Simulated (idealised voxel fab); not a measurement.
Process module in this document: voxel wiring stack
Cross-section cut: width 220 nm, square cells of 5 nm.
Heads up, the way a cross-section reads in here is a grid of square cells, handed over as bands from the top down, with every band being one or more rows of cells.
What a band's entry tells you: where the top is and where the bottom is, as heights in nm, and after that what lies inside, material by material from left to right, each with its width in nm. Empty space is written as the word "air", and a single material marked with the word "all across" occupies the band from edge to edge.
For the purposes of this specification, 0 denotes the height below which the wafer in its as-received condition is composed wholly of one material, and the lowermost band, lacking a lower limit, extends downward without end, as expressed in "z 0 and below".
A two-number width, for instance "30 to 40", indicates that the width is equal to the first number in the top row of the band and to the second number in the bottom row, and that it changes by a constant amount per row of cells.
Where a step carries "no modification", the cross-section came out of it unchanged, cell for cell.
The label "Non-vented voids" introduces a list of the empty spaces, 8 cells or larger, that have no open way up to the top; each entry in it reads width x height at distance, where the distance is taken from the left edge and all three are stated in nm.
Step line, after settings: the simulator's comment on this step.
A step line may carry the setting "overlay nm", which, for steps involving a mask, states the distance by which the mask lay to the right of its intended position; negative values denote displacement to the left.
Steps in the process plan
1,RECEIVE | material Si
2,CONFORMAL_DEP | material SiO2 | thk nm 10
3,DIRECTIONAL_DEP | material TiN | thk nm 5
4,DIRECTIONAL_DEP | material Ru | thk nm 20
5,DIRECTIONAL_DEP | material aC | thk nm 15
6,PATTERN | tone cover | mask id METAL_1 | material resist | width nm 20 | pitch nm 45 | thk nm 35 | overlay nm 0
7,DIRECTIONAL_ETCH | etch materials aC | depth nm 15
8,STRIP | etch materials resist
9,DIRECTIONAL_ETCH | etch materials Ru | depth nm 20
10,DIRECTIONAL_ETCH | etch materials TiN | depth nm 5
11,STRIP | etch materials aC
12,CONFORMAL_DEP | material SiCN | thk nm 5
13,FILL_DEP | material lowk | thk nm 5
14,CMP | height nm 35
15,CONFORMAL_DEP | material SiCN | thk nm 5
16,DIRECTIONAL_DEP | material lowk | thk nm 15
17,DIRECTIONAL_DEP | material aC | thk nm 10
18,PATTERN | tone open | mask id PLUG_1 | material resist | width nm 15 | pitch nm 45 | thk nm 25 | overlay nm 0
19,DIRECTIONAL_ETCH | etch materials aC | depth nm 10
20,STRIP | etch materials resist
21,DIRECTIONAL_ETCH | etch materials lowk | depth nm 15
22,DIRECTIONAL_ETCH | etch materials SiCN | depth nm 5
23,STRIP | etch materials aC
24,EPI | material Ru | thk nm 10
25,EPI | material Ru | thk nm 10
26,DIRECTIONAL_DEP | material TiN | thk nm 5
27,DIRECTIONAL_DEP | material W | thk nm 25
28,DIRECTIONAL_DEP | material aC | thk nm 15
29,PATTERN | tone cover | mask id METAL_2 | material resist | width nm 20 | pitch nm 45 | thk nm 30 | overlay nm 0
30,DIRECTIONAL_ETCH | etch materials aC | depth nm 15
31,STRIP | etch materials resist
32,DIRECTIONAL_ETCH | etch materials W | depth nm 25
33,DIRECTIONAL_ETCH | etch materials TiN | depth nm 5
34,STRIP | etch materials aC
35,FILL_DEP | material lowk | thk nm 10
36,CMP | height nm 85
37,CONFORMAL_DEP | material SiCN | thk nm 5
38,DIRECTIONAL_DEP | material lowk | thk nm 30
39,PATTERN | tone open | mask id METAL_3 | material resist | width nm 20 | pitch nm 45 | thk nm 20 | overlay nm -15
40,DIRECTIONAL_ETCH | etch materials lowk | depth nm 15
41,STRIP | etch materials resist
42,MASKED_ETCH | tone open | mask id METAL_3_HOLES | width nm 15 | pitch nm 45 | etch materials lowk | depth nm 15 | overlay nm 0
43,MASKED_ETCH | tone open | mask id METAL_3_HOLES | width nm 15 | pitch nm 45 | etch materials SiCN | depth nm 5 | overlay nm 0
44,CONFORMAL_DEP | material TiN | thk nm 5
45,FILL_DEP | material Cu | thk nm 5
46,CMP | height nm 120
47,CONFORMAL_DEP | material SiN | thk nm 5
For clarity, it should be stated that the wafers under discussion commence in an identical condition and differ with respect to the overlay nm of step 39, the plan indicating the value that the first wafer had.
Cross-section of the first of several wafers as received (after step 1)
	z 0 and below  Si all across
	Non-vented voids: none
Below is a per-wafer table. In it, each row describes the wafer at the end of the module by giving, for each material, the number of cells gained (+) or lost (-) since the wafer was received, and after that the closed voids of the wafer
overlay nm -15, +16 Cu, +56 Ru, +132 SiCN, +44 SiN, +88 SiO2, +44 TiN, +40 W, +680 lowk, Non-vented voids: none
overlay nm -10, +12 Cu, +56 Ru, +130 SiCN, +44 SiN, +88 SiO2, +50 TiN, +40 W, +680 lowk, Non-vented voids: none
overlay nm -5, +16 Cu, +56 Ru, +128 SiCN, +44 SiN, +88 SiO2, +48 TiN, +40 W, +680 lowk, Non-vented voids: none
overlay nm 0, +16 Cu, +56 Ru, +128 SiCN, +44 SiN, +88 SiO2, +48 TiN, +40 W, +680 lowk, Non-vented voids: none
overlay nm 5, +12 Cu, +56 Ru, +130 SiCN, +44 SiN, +88 SiO2, +50 TiN, +40 W, +680 lowk, Non-vented voids: none
overlay nm 10, +16 Cu, +56 Ru, +132 SiCN, +44 SiN, +88 SiO2, +44 TiN, +40 W, +680 lowk, Non-vented voids: none
overlay nm 15, +20 Cu, +56 Ru, +134 SiCN, +44 SiN, +88 SiO2, +38 TiN, +40 W, +680 lowk, Non-vented voids: none
